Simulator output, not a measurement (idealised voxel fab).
This section sets out a process module, namely voxel ribs on slabs.
We display cut, a cross-section 290 nm in width whose square cells are each 5 nm.
Throughout this document, each cross-section is represented as a grid of square cells and is presented as a sequence of bands enumerated from the top downward, where a band comprises one or more rows of cells.
The entry gives the band's vertical extent as a top height and a bottom height in nm, then its horizontal make-up as materials from left to right, each with a width in nm. "blank" stands for empty space; a single material marked "full width" fills the band edge to edge.
Basically, 0 is our baseline, since under it the wafer straight out of the box is all one material. The bottom band has no lower end and keeps on going down, so it looks like "0 nm and below".
So if you see something like "30->40" for the width, read it as the top row of the band sitting at the first number and the bottom row at the second, with every row in between moving by the same amount as the last.
It should be understood that the words "remains unaltered", when stated for a given step, signify that the cross-section underwent no change in any of its cells during that step.
Listed in "Completely enclosed voids": every empty space of 8 or more cells without an open way to the top. Form: width x height at distance, the distance being from the left edge, all in nm.
Past the settings on a step's line: simulator remark, on that step.
overlay nm: mask right of planned place by this much (step with mask). Neg. = left.
-- Here's what the planned process steps look like
1 RECEIVE, material Si
2 DIRECTIONAL_DEP, material SiO2, thk nm 25
3 DIRECTIONAL_DEP, material SiN, thk nm 20
4 DIRECTIONAL_DEP, material aC, thk nm 10
5 PATTERN, tone cover, mask id RIB, material resist, width nm 30, thk nm 30, overlay nm 0
6 DIRECTIONAL_ETCH, etch materials aC, depth nm 10
7 STRIP, etch materials resist
8 DIRECTIONAL_ETCH, etch materials SiN, depth nm 5
9 STRIP, etch materials aC
10 PATTERN, tone cover, mask id SLAB, material resist, width nm 90, thk nm 15, overlay nm 0
11 DIRECTIONAL_ETCH, etch materials SiN, depth nm 15
12 STRIP, etch materials resist
13 FILL_DEP, material SiO2, thk nm 20
14 CMP, height nm 60
15 DIRECTIONAL_DEP, material TiN, thk nm 10
16 DIRECTIONAL_DEP, material aC, thk nm 10
17 PATTERN, tone cover, mask id HEATER, material resist, width nm 40, thk nm 25, overlay nm 0
18 DIRECTIONAL_ETCH, etch materials aC, depth nm 10
19 STRIP, etch materials resist
20 DIRECTIONAL_ETCH, etch materials TiN, depth nm 10
21 STRIP, etch materials aC
22 CONFORMAL_DEP, material SiN, thk nm 5
-- Wafer at receipt (post step 1), cross-section
* 0 nm and below: Si full width
* Completely enclosed voids: none
-- Cross-section, first of two wafers, end of module, run as planned
* 75 nm to 70 nm: 120 blank, 50 SiN, 120 blank
* 70 nm to 65 nm: 120 blank, 5 SiN, 40 TiN, 5 SiN, 120 blank
* 65 nm to 60 nm: 125 SiN, 40 TiN, 125 SiN
* 60 nm to 45 nm: SiO2 full width
* 45 nm to 40 nm: 130 SiO2, 30 SiN, 130 SiO2
* 40 nm to 25 nm: 100 SiO2, 90 SiN, 100 SiO2
* 25 nm to 0 nm: SiO2 full width
* 0 nm and below: Si full width
* Completely enclosed voids: none
-- Wafer two (of two), end-of-module cross-section: start = wafer one, plan = wafer one, one run mistake
* 75 nm to 70 nm: 120 blank, 50 SiN, 120 blank
* 70 nm to 65 nm: 120 blank, 5 SiN, 40 TiN, 5 SiN, 120 blank
* 65 nm to 60 nm: 125 SiN, 40 TiN, 125 SiN
* 60 nm to 45 nm: SiO2 full width
* 45 nm to 40 nm: 130 SiO2, 30 SiN, 130 SiO2
* 40 nm to 25 nm: 110 SiO2, 90 SiN, 90 SiO2
* 25 nm to 0 nm: SiO2 full width
* 0 nm and below: Si full width
* Completely enclosed voids: none
What was done differently from what was planned? so step 10 ended up running with a different setting than we planned, it ran as PATTERN, tone cover, mask id SLAB, material resist, width nm 90, thk nm 15, overlay nm 10
The two final wafers agree on how many cells each material fills and disagree on which cells those are.
